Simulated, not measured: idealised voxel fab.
Proc. module: voxel self aligned contacts
Section cut is 165 nm wide and gridded with 5 nm square cells.
Bands, listed from the top down, are how a cross-section gets written in this document; the cross-section itself is a grid of square cells, and a band is one or more rows of them.
The entry gives the band's vertical extent as a top height and a bottom height in nm, then its horizontal make-up as materials from left to right, each with a width in nm. "empty" stands for empty space; a single material marked "full width" fills the band edge to edge.
Note: height 0 marks the level under which the wafer is uniformly one material as received. Lowest band unbounded below, written "0 down".
Read "30..40" as a graded width: first number on top, second number at the bottom, same change between each pair of neighbouring rows.
Reading "no change occurred" for a step: not a cell of the cross-section changed in it.
Enclosed void inventory: empty space of 8 cells or more with no open way to the top, each as width x height at its distance from the left edge, in nm
It should be noted that, on the line of a given step, the content following the step's settings is a remark produced by the simulator itself with respect to that step.
"overlay nm", when on a step's line for a step with a mask, measures how far to the right of its planned place the mask lay; a negative measure means to the left.
How should the pairs below be read? Each gives the cross-section before one process step and the cross-section after it, the latter drawn only to the lowest band that changed; the step that lies between them, with its settings, appears under the pair. Does a pair pick up where the pair above left off? Only where its entry headed "State before step" says so, since pairs can come from different runs of this module on the same starting wafer.
State before step:
> 60 to 45: 30 empty  30 aC  45 empty  30 aC  30 empty
> 45 to 25: SiN full width
> 25 to 5: polySi full width
> 5 to 0: SiO2 full width
> 0 down: Si full width
> Enclosed void inventory: none
Post-Process View:
> 60 to 45: 30 empty  30 aC  45 empty  30 aC  30 empty
> 45 to 35: 30 empty  30 SiN  45 empty  30 SiN  30 empty
> Below 35, no change.
> Enclosed void inventory: none
What process step lies between the two cross-sections above? op DIRECTIONAL_ETCH | etch materials SiN | depth nm 10
State before step: It is represented by the cross-section appearing after the step of the pair directly above.
Post-Process View:
> 45 to 35: 30 empty  30 SiN  45 empty  30 SiN  30 empty
> Below 35, no change.
> Enclosed void inventory: none
What process step lies between the two cross-sections above? op STRIP | etch materials aC
State before step: It is represented by the cross-section appearing after the step of the pair directly above.
Post-Process View:
> 55 to 45: 20 empty  50 SiN  25 empty  50 SiN  20 empty
> 45 to 25: SiN full width
> Below 25, no change.
> Enclosed void inventory: none
What process step lies between the two cross-sections above? op CONFORMAL_DEP | material SiN | thk nm 10
State before step: It is represented by the cross-section appearing after the step of the pair directly above.
Post-Process View:
> 45 to 35: 20 empty  50 SiN  25 empty  50 SiN  20 empty
> Below 35, no change.
> Enclosed void inventory: none
What process step lies between the two cross-sections above? op DIRECTIONAL_ETCH | etch materials SiN | depth nm 10
State before step: It is represented by the cross-section appearing after the step of the pair directly above.
Post-Process View:
> 60 to 45: SiO2 full width
> 45 to 35: 20 SiO2  50 SiN  25 SiO2  50 SiN  20 SiO2
> Below 35, no change.
> Enclosed void inventory: none
What process step lies between the two cross-sections above? op FILL_DEP | material SiO2 | thk nm 15
State before step: It is represented by the cross-section appearing after the step of the pair directly above.
Post-Process View:
> 55 to 45: SiO2 full width
> Below 45, no change.
> Enclosed void inventory: none
What process step lies between the two cross-sections above? op CMP | height nm 55
State before step: It is represented by the cross-section appearing after the step of the pair directly above.
Post-Process View:
> 65 to 55: aC full width
> Below 55, no change.
> Enclosed void inventory: none
What process step lies between the two cross-sections above? op DIRECTIONAL_DEP | material aC | thk nm 10
State before step: It is represented by the cross-section appearing after the step of the pair directly above.
Post-Process View:
> 95 to 65: 55 resist  55 empty  55 resist
> Below 65, no change.
> Enclosed void inventory: none
What process step lies between the two cross-sections above? op PATTERN | tone open | mask id CONTACT | material resist | width nm 55 | thk nm 30 | overlay nm 0
State before step: It is represented by the cross-section appearing after the step of the pair directly above.
Post-Process View:
> 85 to 65: 55 resist  55 empty  55 resist
> 65 to 55: 55 aC  55 empty  55 aC
> Below 55, no change.
> Enclosed void inventory: none
What process step lies between the two cross-sections above? op DIRECTIONAL_ETCH | etch materials aC | depth nm 10
State before step: It is represented by the cross-section appearing after the step of the pair directly above.
Post-Process View:
> 65 to 55: 55 aC  55 empty  55 aC
> Below 55, no change.
> Enclosed void inventory: none
What process step lies between the two cross-sections above? op STRIP | etch materials resist
State before step: It is represented by the cross-section appearing after the step of the pair directly above.
Post-Process View:
> 65 to 55: 55 aC  55 empty  55 aC
> 55 to 45: 55 SiO2  55 empty  55 SiO2
> 45 to 35: 20 SiO2  50 SiN  25 empty  50 SiN  20 SiO2
> Below 35, no change.
> Enclosed void inventory: none
What process step lies between the two cross-sections above? op DIRECTIONAL_ETCH | etch materials SiO2 | depth nm 55
State before step: It is represented by the cross-section appearing after the step of the pair directly above.
Post-Process View:
> 55 to 45: 55 SiO2  55 empty  55 SiO2
> Below 45, no change.
> Enclosed void inventory: none
What process step lies between the two cross-sections above? op STRIP | etch materials aC
State before step: It is represented by the cross-section appearing after the step of the pair directly above.
Post-Process View:
> 60 to 55: 60 TiN  45 empty  60 TiN
> 55 to 45: 55 SiO2  5..20 TiN  45..15 empty  5..20 TiN  55 SiO2
> 45 to 40: 20 SiO2  50 SiN  5 TiN  15 empty  5 TiN  50 SiN  20 SiO2
> 40 to 35: 20 SiO2  50 SiN  25 TiN  50 SiN  20 SiO2
> Below 35, no change.
> Enclosed void inventory: none
What process step lies between the two cross-sections above? op CONFORMAL_DEP | material TiN | thk nm 5
State before step: It is represented by the cross-section appearing after the step of the pair directly above.
Post-Process View:
> 70 to 60: Ru full width
> 60 to 55: 60 TiN  45 Ru  60 TiN
> 55 to 45: 55 SiO2  5..20 TiN  45..15 Ru  5..20 TiN  55 SiO2
> 45 to 40: 20 SiO2  50 SiN  5 TiN  15 Ru  5 TiN  50 SiN  20 SiO2
> Below 40, no change.
> Enclosed void inventory: none
What process step lies between the two cross-sections above? op FILL_DEP | material Ru | thk nm 10
State before step: It is represented by the cross-section appearing after the step of the pair directly above.
Post-Process View:
> 55 to 45: 55 SiO2  5..20 TiN  45..15 Ru  5..20 TiN  55 SiO2
> Below 45, no change.
> Enclosed void inventory: none
What process step lies between the two cross-sections above? op CMP | height nm 55
State before step: It is represented by the cross-section appearing after the step of the pair directly above.
Post-Process View:
> 60 to 55: SiCN full width
> Below 55, no change.
> Enclosed void inventory: none
What process step lies between the two cross-sections above? op CONFORMAL_DEP | material SiCN | thk nm 5
State before step:
> 65 to 55: aC full width
> 55 to 45: SiO2 full width
> 45 to 25: 20 SiO2  50 SiN  25 SiO2  50 SiN  20 SiO2
> 25 to 5: 20 SiO2  10 SiN  30 polySi  10 SiN  25 SiO2  10 SiN  30 polySi  10 SiN  20 SiO2
> 5 to 0: SiO2 full width
> 0 down: Si full width
> Enclosed void inventory: none
Post-Process View:
> 95 to 65: 60 resist  50 empty  55 resist
> Below 65, no change.
> Enclosed void inventory: none
What process step lies between the two cross-sections above? op PATTERN | tone open | mask id CONTACT | material resist | width nm 50 | thk nm 30 | overlay nm 0
State before step: It is represented by the cross-section appearing after the step of the pair directly above.
Post-Process View:
> 85 to 65: 60 resist  50 empty  55 resist
> 65 to 55: 60 aC  50 empty  55 aC
> Below 55, no change.
> Enclosed void inventory: none
What process step lies between the two cross-sections above? op DIRECTIONAL_ETCH | etch materials aC | depth nm 10
State before step: It is represented by the cross-section appearing after the step of the pair directly above.
Post-Process View:
> 65 to 55: 60 aC  50 empty  55 aC
> Below 55, no change.
> Enclosed void inventory: none
What process step lies between the two cross-sections above? op STRIP | etch materials resist
State before step: It is represented by the cross-section appearing after the step of the pair directly above.
Post-Process View:
> 65 to 55: 60 aC  50 empty  55 aC
> 55 to 45: 60 SiO2  50 empty  55 SiO2
> 45 to 25: 20 SiO2  50 SiN  25 empty  50 SiN  20 SiO2
> 25 to 5: 20 SiO2  10 SiN  30 polySi  10 SiN  25 empty  10 SiN  30 polySi  10 SiN  20 SiO2
> 5 to 0: 70 SiO2  25 empty  70 SiO2
> Below 0, no change.
> Enclosed void inventory: none
What process step lies between the two cross-sections above? op DIRECTIONAL_ETCH | etch materials SiO2 | depth nm 55
State before step: It is represented by the cross-section appearing after the step of the pair directly above.
Post-Process View:
> 55 to 45: 60 SiO2  50 empty  55 SiO2
> Below 45, no change.
> Enclosed void inventory: none
What process step lies between the two cross-sections above? op STRIP | etch materials aC
State before step: It is represented by the cross-section appearing after the step of the pair directly above.
Post-Process View:
> 60 to 55: 65 TiN  40 empty  60 TiN
> 55 to 45: 60 SiO2  5..15 TiN  40..15 empty  5..20 TiN  55 SiO2
> 45 to 25: 20 SiO2  50 SiN  5 TiN  15 empty  5 TiN  50 SiN  20 SiO2
> 25 to 5: 20 SiO2  10 SiN  30 polySi  10 SiN  5 TiN  15 empty  5 TiN  10 SiN  30 polySi  10 SiN  20 SiO2
> 5 to 0: 70 SiO2  25 TiN  70 SiO2
> Below 0, no change.
> Enclosed void inventory: none
What process step lies between the two cross-sections above? op CONFORMAL_DEP | material TiN | thk nm 5
State before step: It is represented by the cross-section appearing after the step of the pair directly above.
Post-Process View:
> 70 to 60: Ru full width
> 60 to 55: 65 TiN  40 Ru  60 TiN
> 55 to 45: 60 SiO2  5..15 TiN  40..15 Ru  5..20 TiN  55 SiO2
> 45 to 25: 20 SiO2  50 SiN  5 TiN  15 Ru  5 TiN  50 SiN  20 SiO2
> 25 to 5: 20 SiO2  10 SiN  30 polySi  10 SiN  5 TiN  15 Ru  5 TiN  10 SiN  30 polySi  10 SiN  20 SiO2
> Below 5, no change.
> Enclosed void inventory: none
What process step lies between the two cross-sections above? op FILL_DEP | material Ru | thk nm 10
State before step: It is represented by the cross-section appearing after the step of the pair directly above.
Post-Process View:
> 55 to 45: 60 SiO2  5..15 TiN  40..15 Ru  5..20 TiN  55 SiO2
> Below 45, no change.
> Enclosed void inventory: none
What process step lies between the two cross-sections above? op CMP | height nm 55
State before step: It is represented by the cross-section appearing after the step of the pair directly above.
Post-Process View:
> 60 to 55: SiCN full width
> Below 55, no change.
> Enclosed void inventory: none
What process step lies between the two cross-sections above? op CONFORMAL_DEP | material SiCN | thk nm 5
State before step:
> 60 to 45: aC full width
> 45 to 25: SiN full width
> 25 to 5: polySi full width
> 5 to 0: SiO2 full width
> 0 down: Si full width
> Enclosed void inventory: none
Post-Process View:
> 95 to 60: 20 empty  30 resist  45 empty  30 resist  40 empty
> Below 60, no change.
> Enclosed void inventory: none
What process step lies between the two cross-sections above? op PATTERN | tone cover | mask id GATE | material resist | width nm 30 | pitch nm 75 | thk nm 35 | overlay nm -10
State before step: It is represented by the cross-section appearing after the step of the pair directly above.
Post-Process View:
> 80 to 60: 20 empty  30 resist  45 empty  30 resist  40 empty
> 60 to 45: 20 empty  30 aC  45 empty  30 aC  40 empty
> Below 45, no change.
> Enclosed void inventory: none
What process step lies between the two cross-sections above? op DIRECTIONAL_ETCH | etch materials aC | depth nm 15
State before step: It is represented by the cross-section appearing after the step of the pair directly above.
Post-Process View:
> 60 to 45: 20 empty  30 aC  45 empty  30 aC  40 empty
> Below 45, no change.
> Enclosed void inventory: none
What process step lies between the two cross-sections above? op STRIP | etch materials resist
State before step: It is represented by the cross-section appearing after the step of the pair directly above.
Post-Process View:
> 60 to 45: 20 empty  30 aC  45 empty  30 aC  40 empty
> 45 to 25: 20 empty  30 SiN  45 empty  30 SiN  40 empty
> Below 25, no change.
> Enclosed void inventory: none
What process step lies between the two cross-sections above? op DIRECTIONAL_ETCH | etch materials SiN | depth nm 20
State before step: It is represented by the cross-section appearing after the step of the pair directly above.
Post-Process View:
> 60 to 45: 20 empty  30 aC  45 empty  30 aC  40 empty
> 45 to 25: 20 empty  30 SiN  45 empty  30 SiN  40 empty
> 25 to 5: 20 empty  30 polySi  45 empty  30 polySi  40 empty
> Below 5, no change.
> Enclosed void inventory: none
What process step lies between the two cross-sections above? op DIRECTIONAL_ETCH | etch materials polySi | depth nm 20
State before step: It is represented by the cross-section appearing after the step of the pair directly above.
Post-Process View:
> 45 to 25: 20 empty  30 SiN  45 empty  30 SiN  40 empty
> Below 25, no change.
> Enclosed void inventory: none
What process step lies between the two cross-sections above? op STRIP | etch materials aC
State before step: It is represented by the cross-section appearing after the step of the pair directly above.
Post-Process View:
> 55 to 25: 10 empty  50 SiN  25 empty  50 SiN  30 empty
> 25 to 15: 10 empty  10 SiN  30 polySi  10 SiN  25 empty  10 SiN  30 polySi  10 SiN  30 empty
> 15 to 5: 20 SiN  30 polySi  45 SiN  30 polySi  40 SiN
> Below 5, no change.
> Enclosed void inventory: none
What process step lies between the two cross-sections above? op CONFORMAL_DEP | material SiN | thk nm 10
State before step: It is represented by the cross-section appearing after the step of the pair directly above.
Post-Process View:
> 45 to 25: 10 empty  50 SiN  25 empty  50 SiN  30 empty
> 25 to 5: 10 empty  10 SiN  30 polySi  10 SiN  25 empty  10 SiN  30 polySi  10 SiN  30 empty
> Below 5, no change.
> Enclosed void inventory: none
What process step lies between the two cross-sections above? op DIRECTIONAL_ETCH | etch materials SiN | depth nm 10
State before step: It is represented by the cross-section appearing after the step of the pair directly above.
Post-Process View:
> 60 to 45: SiO2 full width
> 45 to 25: 10 SiO2  50 SiN  25 SiO2  50 SiN  30 SiO2
> 25 to 5: 10 SiO2  10 SiN  30 polySi  10 SiN  25 SiO2  10 SiN  30 polySi  10 SiN  30 SiO2
> Below 5, no change.
> Enclosed void inventory: none
What process step lies between the two cross-sections above? op FILL_DEP | material SiO2 | thk nm 15
State before step: It is represented by the cross-section appearing after the step of the pair directly above.
Post-Process View:
> 55 to 45: SiO2 full width
> Below 45, no change.
> Enclosed void inventory: none
What process step lies between the two cross-sections above? op CMP | height nm 55
State before step: It is represented by the cross-section appearing after the step of the pair directly above.
Post-Process View:
> 65 to 55: aC full width
> Below 55, no change.
> Enclosed void inventory: none
What process step lies between the two cross-sections above? op DIRECTIONAL_DEP | material aC | thk nm 10
State before step: It is represented by the cross-section appearing after the step of the pair directly above.
Post-Process View:
> 95 to 65: 55 resist  55 empty  55 resist
> Below 65, no change.
> Enclosed void inventory: none
What process step lies between the two cross-sections above? op PATTERN | tone open | mask id CONTACT | material resist | width nm 55 | thk nm 30 | overlay nm 0
State before step: It is represented by the cross-section appearing after the step of the pair directly above.
Post-Process View:
> 85 to 65: 55 resist  55 empty  55 resist
> 65 to 55: 55 aC  55 empty  55 aC
> Below 55, no change.
> Enclosed void inventory: none
What process step lies between the two cross-sections above? op DIRECTIONAL_ETCH | etch materials aC | depth nm 10
State before step: It is represented by the cross-section appearing after the step of the pair directly above.
Post-Process View:
> 65 to 55: 55 aC  55 empty  55 aC
> Below 55, no change.
> Enclosed void inventory: none
What process step lies between the two cross-sections above? op STRIP | etch materials resist
State before step: It is represented by the cross-section appearing after the step of the pair directly above.
Post-Process View:
> 65 to 55: 55 aC  55 empty  55 aC
> 55 to 45: 55 SiO2  55 empty  55 SiO2
> 45 to 25: 10 SiO2  50 SiN  25 empty  50 SiN  30 SiO2
> 25 to 5: 10 SiO2  10 SiN  30 polySi  10 SiN  25 empty  10 SiN  30 polySi  10 SiN  30 SiO2
> 5 to 0: 60 SiO2  25 empty  80 SiO2
> Below 0, no change.
> Enclosed void inventory: none
What process step lies between the two cross-sections above? op DIRECTIONAL_ETCH | etch materials SiO2 | depth nm 55
State before step: It is represented by the cross-section appearing after the step of the pair directly above.
Post-Process View:
> 55 to 45: 55 SiO2  55 empty  55 SiO2
> Below 45, no change.
> Enclosed void inventory: none
What process step lies between the two cross-sections above? op STRIP | etch materials aC
State before step: It is represented by the cross-section appearing after the step of the pair directly above.
Post-Process View:
> 60 to 55: 60 TiN  45 empty  60 TiN
> 55 to 45: 55 SiO2  5..10 TiN  45..15 empty  5..30 TiN  55 SiO2
> 45 to 25: 10 SiO2  50 SiN  5 TiN  15 empty  5 TiN  50 SiN  30 SiO2
> 25 to 5: 10 SiO2  10 SiN  30 polySi  10 SiN  5 TiN  15 empty  5 TiN  10 SiN  30 polySi  10 SiN  30 SiO2
> 5 to 0: 60 SiO2  25 TiN  80 SiO2
> Below 0, no change.
> Enclosed void inventory: none
What process step lies between the two cross-sections above? op CONFORMAL_DEP | material TiN | thk nm 5
State before step: It is represented by the cross-section appearing after the step of the pair directly above.
Post-Process View:
> 70 to 60: Ru full width
> 60 to 55: 60 TiN  45 Ru  60 TiN
> 55 to 45: 55 SiO2  5..10 TiN  45..15 Ru  5..30 TiN  55 SiO2
> 45 to 25: 10 SiO2  50 SiN  5 TiN  15 Ru  5 TiN  50 SiN  30 SiO2
> 25 to 5: 10 SiO2  10 SiN  30 polySi  10 SiN  5 TiN  15 Ru  5 TiN  10 SiN  30 polySi  10 SiN  30 SiO2
> Below 5, no change.
> Enclosed void inventory: none
What process step lies between the two cross-sections above? op FILL_DEP | material Ru | thk nm 10
State before step: It is represented by the cross-section appearing after the step of the pair directly above.
Post-Process View:
> 55 to 45: 55 SiO2  5..10 TiN  45..15 Ru  5..30 TiN  55 SiO2
> Below 45, no change.
> Enclosed void inventory: none
What process step lies between the two cross-sections above? op CMP | height nm 55
State before step: It is represented by the cross-section appearing after the step of the pair directly above.
Post-Process View:
> 60 to 55: SiCN full width
> Below 55, no change.
> Enclosed void inventory: none
What process step lies between the two cross-sections above? op CONFORMAL_DEP | material SiCN | thk nm 5
State before step:
> 25 to 5: polySi full width
> 5 to 0: SiO2 full width
> 0 down: Si full width
> Enclosed void inventory: none
Post-Process View:
> 45 to 25: SiO2 full width
> Below 25, no change.
> Enclosed void inventory: none
What process step lies between the two cross-sections above? op DIRECTIONAL_DEP | material SiO2 | thk nm 20
State before step: It is represented by the cross-section appearing after the step of the pair directly above.
Post-Process View:
> 60 to 45: aC full width
> Below 45, no change.
> Enclosed void inventory: none
What process step lies between the two cross-sections above? op DIRECTIONAL_DEP | material aC | thk nm 15
State before step: It is represented by the cross-section appearing after the step of the pair directly above.
Post-Process View:
> 95 to 60: 30 empty  30 resist  45 empty  30 resist  30 empty
> Below 60, no change.
> Enclosed void inventory: none
What process step lies between the two cross-sections above? op PATTERN | tone cover | mask id GATE | material resist | width nm 30 | pitch nm 75 | thk nm 35 | overlay nm 0
State before step: It is represented by the cross-section appearing after the step of the pair directly above.
Post-Process View:
> 80 to 60: 30 empty  30 resist  45 empty  30 resist  30 empty
> 60 to 45: 30 empty  30 aC  45 empty  30 aC  30 empty
> Below 45, no change.
> Enclosed void inventory: none
What process step lies between the two cross-sections above? op DIRECTIONAL_ETCH | etch materials aC | depth nm 15
State before step: It is represented by the cross-section appearing after the step of the pair directly above.
Post-Process View:
> 60 to 45: 30 empty  30 aC  45 empty  30 aC  30 empty
> Below 45, no change.
> Enclosed void inventory: none
What process step lies between the two cross-sections above? op STRIP | etch materials resist
State before step: It is represented by the cross-section appearing after the step of the pair directly above.
Post-Process View:
> 45 to 25: SiO2 full width
> Below 25, no change.
> Enclosed void inventory: none
What process step lies between the two cross-sections above? op STRIP | etch materials aC
State before step: It is represented by the cross-section appearing after the step of the pair directly above.
Post-Process View:
> 55 to 45: SiN full width
> Below 45, no change.
> Enclosed void inventory: none
What process step lies between the two cross-sections above? op CONFORMAL_DEP | material SiN | thk nm 10
State before step: It is represented by the cross-section appearing after the step of the pair directly above.
Post-Process View:
> 45 to 25: SiO2 full width
> Below 25, no change.
> Enclosed void inventory: none
What process step lies between the two cross-sections above? op DIRECTIONAL_ETCH | etch materials SiN | depth nm 10
State before step: It is represented by the cross-section appearing after the step of the pair directly above.
Post-Process View:
> 60 to 25: SiO2 full width
> Below 25, no change.
> Enclosed void inventory: none
What process step lies between the two cross-sections above? op FILL_DEP | material SiO2 | thk nm 15
State before step: It is represented by the cross-section appearing after the step of the pair directly above.
Post-Process View:
> 55 to 25: SiO2 full width
> Below 25, no change.
> Enclosed void inventory: none
What process step lies between the two cross-sections above? op CMP | height nm 55
State before step: It is represented by the cross-section appearing after the step of the pair directly above.
Post-Process View:
> 65 to 55: aC full width
> Below 55, no change.
> Enclosed void inventory: none
What process step lies between the two cross-sections above? op DIRECTIONAL_DEP | material aC | thk nm 10
State before step: It is represented by the cross-section appearing after the step of the pair directly above.
Post-Process View:
> 95 to 65: 55 resist  55 empty  55 resist
> Below 65, no change.
> Enclosed void inventory: none
What process step lies between the two cross-sections above? op PATTERN | tone open | mask id CONTACT | material resist | width nm 55 | thk nm 30 | overlay nm 0
State before step: It is represented by the cross-section appearing after the step of the pair directly above.
Post-Process View:
> 85 to 65: 55 resist  55 empty  55 resist
> 65 to 55: 55 aC  55 empty  55 aC
> Below 55, no change.
> Enclosed void inventory: none
What process step lies between the two cross-sections above? op DIRECTIONAL_ETCH | etch materials aC | depth nm 10
State before step: It is represented by the cross-section appearing after the step of the pair directly above.
Post-Process View:
> 65 to 55: 55 aC  55 empty  55 aC
> Below 55, no change.
> Enclosed void inventory: none
What process step lies between the two cross-sections above? op STRIP | etch materials resist
State before step: It is represented by the cross-section appearing after the step of the pair directly above.
Post-Process View:
> 65 to 55: 55 aC  55 empty  55 aC
> 55 to 25: 55 SiO2  55 empty  55 SiO2
> Below 25, no change.
> Enclosed void inventory: none
What process step lies between the two cross-sections above? op DIRECTIONAL_ETCH | etch materials SiO2 | depth nm 55
State before step: It is represented by the cross-section appearing after the step of the pair directly above.
Post-Process View:
> 55 to 25: 55 SiO2  55 empty  55 SiO2
> Below 25, no change.
> Enclosed void inventory: none
What process step lies between the two cross-sections above? op STRIP | etch materials aC
State before step: It is represented by the cross-section appearing after the step of the pair directly above.
Post-Process View:
> 60 to 55: 60 TiN  45 empty  60 TiN
> 55 to 30: 55 SiO2  5 TiN  45 empty  5 TiN  55 SiO2
> 30 to 25: 55 SiO2  55 TiN  55 SiO2
> Below 25, no change.
> Enclosed void inventory: none
What process step lies between the two cross-sections above? op CONFORMAL_DEP | material TiN | thk nm 5
State before step: It is represented by the cross-section appearing after the step of the pair directly above.
Post-Process View:
> 70 to 60: Ru full width
> 60 to 55: 60 TiN  45 Ru  60 TiN
> 55 to 30: 55 SiO2  5 TiN  45 Ru  5 TiN  55 SiO2
> Below 30, no change.
> Enclosed void inventory: none
What process step lies between the two cross-sections above? op FILL_DEP | material Ru | thk nm 10
State before step: It is represented by the cross-section appearing after the step of the pair directly above.
Post-Process View:
> 55 to 30: 55 SiO2  5 TiN  45 Ru  5 TiN  55 SiO2
> Below 30, no change.
> Enclosed void inventory: none
What process step lies between the two cross-sections above? op CMP | height nm 55
State before step: It is represented by the cross-section appearing after the step of the pair directly above.
Post-Process View:
> 60 to 55: SiCN full width
> Below 55, no change.
> Enclosed void inventory: none
What process step lies between the two cross-sections above? op CONFORMAL_DEP | material SiCN | thk nm 5
State before step:
> 60 to 45: aC full width
> 45 to 25: SiN full width
> 25 to 5: polySi full width
> 5 to 0: SiO2 full width
> 0 down: Si full width
> Enclosed void inventory: none
Post-Process View:
> 95 to 60: 30 resist  30 empty  45 resist  30 empty  30 resist
> Below 60, no change.
> Enclosed void inventory: none
What process step lies between the two cross-sections above? op PATTERN | tone open | mask id GATE | material resist | width nm 30 | pitch nm 75 | thk nm 35 | overlay nm 0
State before step: It is represented by the cross-section appearing after the step of the pair directly above.
Post-Process View:
> 80 to 60: 30 resist  30 empty  45 resist  30 empty  30 resist
> 60 to 45: 30 aC  30 empty  45 aC  30 empty  30 aC
> Below 45, no change.
> Enclosed void inventory: none
What process step lies between the two cross-sections above? op DIRECTIONAL_ETCH | etch materials aC | depth nm 15
State before step: It is represented by the cross-section appearing after the step of the pair directly above.
Post-Process View:
> 60 to 45: 30 aC  30 empty  45 aC  30 empty  30 aC
> Below 45, no change.
> Enclosed void inventory: none
What process step lies between the two cross-sections above? op STRIP | etch materials resist
State before step: It is represented by the cross-section appearing after the step of the pair directly above.
Post-Process View:
> 60 to 45: 30 aC  30 empty  45 aC  30 empty  30 aC
> 45 to 25: 30 SiN  30 empty  45 SiN  30 empty  30 SiN
> Below 25, no change.
> Enclosed void inventory: none
What process step lies between the two cross-sections above? op DIRECTIONAL_ETCH | etch materials SiN | depth nm 20
State before step: It is represented by the cross-section appearing after the step of the pair directly above.
Post-Process View:
> 60 to 45: 30 aC  30 empty  45 aC  30 empty  30 aC
> 45 to 25: 30 SiN  30 empty  45 SiN  30 empty  30 SiN
> 25 to 5: 30 polySi  30 empty  45 polySi  30 empty  30 polySi
> Below 5, no change.
> Enclosed void inventory: none
What process step lies between the two cross-sections above? op DIRECTIONAL_ETCH | etch materials polySi | depth nm 20
State before step: It is represented by the cross-section appearing after the step of the pair directly above.
Post-Process View:
> 45 to 25: 30 SiN  30 empty  45 SiN  30 empty  30 SiN
> Below 25, no change.
> Enclosed void inventory: none
What process step lies between the two cross-sections above? op STRIP | etch materials aC
State before step: It is represented by the cross-section appearing after the step of the pair directly above.
Post-Process View:
> 55 to 25: 40 SiN  10 empty  65 SiN  10 empty  40 SiN
> 25 to 15: 30 polySi  10 SiN  10 empty  10 SiN  45 polySi  10 SiN  10 empty  10 SiN  30 polySi
> 15 to 5: 30 polySi  30 SiN  45 polySi  30 SiN  30 polySi
> Below 5, no change.
> Enclosed void inventory: none
What process step lies between the two cross-sections above? op CONFORMAL_DEP | material SiN | thk nm 10
State before step: It is represented by the cross-section appearing after the step of the pair directly above.
Post-Process View:
> 45 to 25: 40 SiN  10 empty  65 SiN  10 empty  40 SiN
> 25 to 5: 30 polySi  10 SiN  10 empty  10 SiN  45 polySi  10 SiN  10 empty  10 SiN  30 polySi
> Below 5, no change.
> Enclosed void inventory: none
What process step lies between the two cross-sections above? op DIRECTIONAL_ETCH | etch materials SiN | depth nm 10
State before step: It is represented by the cross-section appearing after the step of the pair directly above.
Post-Process View:
> 60 to 45: SiO2 full width
> 45 to 25: 40 SiN  10 SiO2  65 SiN  10 SiO2  40 SiN
> 25 to 5: 30 polySi  10 SiN  10 SiO2  10 SiN  45 polySi  10 SiN  10 SiO2  10 SiN  30 polySi
> Below 5, no change.
> Enclosed void inventory: none
What process step lies between the two cross-sections above? op FILL_DEP | material SiO2 | thk nm 15
State before step: It is represented by the cross-section appearing after the step of the pair directly above.
Post-Process View:
> 55 to 45: SiO2 full width
> Below 45, no change.
> Enclosed void inventory: none
What process step lies between the two cross-sections above? op CMP | height nm 55
State before step: It is represented by the cross-section appearing after the step of the pair directly above.
Post-Process View:
> 65 to 55: aC full width
> Below 55, no change.
> Enclosed void inventory: none
What process step lies between the two cross-sections above? op DIRECTIONAL_DEP | material aC | thk nm 10
State before step: It is represented by the cross-section appearing after the step of the pair directly above.
Post-Process View:
> 95 to 65: 55 resist  55 empty  55 resist
> Below 65, no change.
> Enclosed void inventory: none
What process step lies between the two cross-sections above? op PATTERN | tone open | mask id CONTACT | material resist | width nm 55 | thk nm 30 | overlay nm 0
State before step: It is represented by the cross-section appearing after the step of the pair directly above.
Post-Process View:
> 85 to 65: 55 resist  55 empty  55 resist
> 65 to 55: 55 aC  55 empty  55 aC
> Below 55, no change.
> Enclosed void inventory: none
What process step lies between the two cross-sections above? op DIRECTIONAL_ETCH | etch materials aC | depth nm 10
State before step: It is represented by the cross-section appearing after the step of the pair directly above.
Post-Process View:
> 65 to 55: 55 aC  55 empty  55 aC
> Below 55, no change.
> Enclosed void inventory: none
What process step lies between the two cross-sections above? op STRIP | etch materials resist
State before step: It is represented by the cross-section appearing after the step of the pair directly above.
Post-Process View:
> 65 to 55: 55 aC  55 empty  55 aC
> 55 to 45: 55 SiO2  55 empty  55 SiO2
> Below 45, no change.
> Enclosed void inventory: none
What process step lies between the two cross-sections above? op DIRECTIONAL_ETCH | etch materials SiO2 | depth nm 55
State before step: It is represented by the cross-section appearing after the step of the pair directly above.
Post-Process View:
> 55 to 45: 55 SiO2  55 empty  55 SiO2
> Below 45, no change.
> Enclosed void inventory: none
What process step lies between the two cross-sections above? op STRIP | etch materials aC
State before step: It is represented by the cross-section appearing after the step of the pair directly above.
Post-Process View:
> 60 to 55: 60 TiN  45 empty  60 TiN
> 55 to 50: 55 SiO2  5 TiN  45 empty  5 TiN  55 SiO2
> 50 to 45: 55 SiO2  55 TiN  55 SiO2
> Below 45, no change.
> Enclosed void inventory: none
What process step lies between the two cross-sections above? op CONFORMAL_DEP | material TiN | thk nm 5
State before step: It is represented by the cross-section appearing after the step of the pair directly above.
Post-Process View:
> 70 to 60: Ru full width
> 60 to 55: 60 TiN  45 Ru  60 TiN
> 55 to 50: 55 SiO2  5 TiN  45 Ru  5 TiN  55 SiO2
> Below 50, no change.
> Enclosed void inventory: none
What process step lies between the two cross-sections above? op FILL_DEP | material Ru | thk nm 10
State before step: It is represented by the cross-section appearing after the step of the pair directly above.
Post-Process View:
> 55 to 50: 55 SiO2  5 TiN  45 Ru  5 TiN  55 SiO2
> Below 50, no change.
> Enclosed void inventory: none
What process step lies between the two cross-sections above? op CMP | height nm 55
State before step: It is represented by the cross-section appearing after the step of the pair directly above.
Post-Process View:
> 60 to 55: SiCN full width
> Below 55, no change.
> Enclosed void inventory: none
What process step lies between the two cross-sections above? op CONFORMAL_DEP | material SiCN | thk nm 5
